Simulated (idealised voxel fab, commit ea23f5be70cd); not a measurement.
Proc. module: voxel double patterning
FYI the section here is cut, 250 nm wide, cells are 5 nm squares.
Think of the cross-section as a grid of square cells. We describe it in bands, top to bottom, and each band covers one or more rows of those cells. For a band, the entry starts with two heights in nm, that of the top and then that of the bottom, and carries on with the band's materials in order from left to right, each alongside its width in nm; the word "throughout" beside a single material means it fills the band edge to edge, and "empty" means empty space. Ref level 0: as-received wafer is one material below here. Bottom band extends down with no lower bound ("from 0 down"). It should be noted that a width expressed as "30..40" varies in equal increments from row to row of cells within the band, taking the value of the first number at the top row and that of the second number at the bottom row. "everything unchanged", as given for a step, is the statement that not any cell of the cross-section underwent a change during that step. Basically, "Listed closed voids" tells you about the enclosed voids: empty spaces with no open way to the top, 8 cells or bigger, each written width x height at distance, where distance is from the left edge, all in nm. On each step's line, the part that comes after the settings is the simulator's own comment on the step. For masked steps, "overlay nm" on the step line gives how far right of plan the mask actually lay; a minus sign means it lay to the left.
# Set out below are the planned steps of the process
1 RECEIVE, material Si
2 CONFORMAL_DEP, material SiN, thk nm 5
3 DIRECTIONAL_DEP, material SiO2, thk nm 20
4 DIRECTIONAL_DEP, material SiCN, thk nm 10
5 DIRECTIONAL_DEP, material aC, thk nm 15
6 PATTERN, tone open, mask id FIRST, material resist, width nm 15, pitch nm 50, thk nm 35, overlay nm 0
7 DIRECTIONAL_ETCH, etch materials aC, depth nm 15
8 STRIP, etch materials resist
9 DIRECTIONAL_ETCH, etch materials SiCN, depth nm 10
10 STRIP, etch materials aC
11 MASKED_ETCH, tone open, mask id SECOND, width nm 15, etch materials SiCN, depth nm 10, overlay nm 0
12 DIRECTIONAL_ETCH, etch materials SiO2, depth nm 20
13 STRIP, etch materials SiCN
varied across the wafers: width nm of step 11. The plan shows the first wafer's value. All wafers start alike
# The first of several wafers, as received after step 1, seen in section
* from 0 down: Si throughout
* Listed closed voids: none
# Below: a row per wafer. Contents at end of module: for every material, cells gained since receipt (+) or lost since receipt (-); then closed voids
width nm 15; +50 SiN; +164 SiO2; Listed closed voids: none
width nm 20; +50 SiN; +160 SiO2; Listed closed voids: none
width nm 25; +50 SiN; +156 SiO2; Listed closed voids: none
width nm 30; +50 SiN; +152 SiO2; Listed closed voids: none
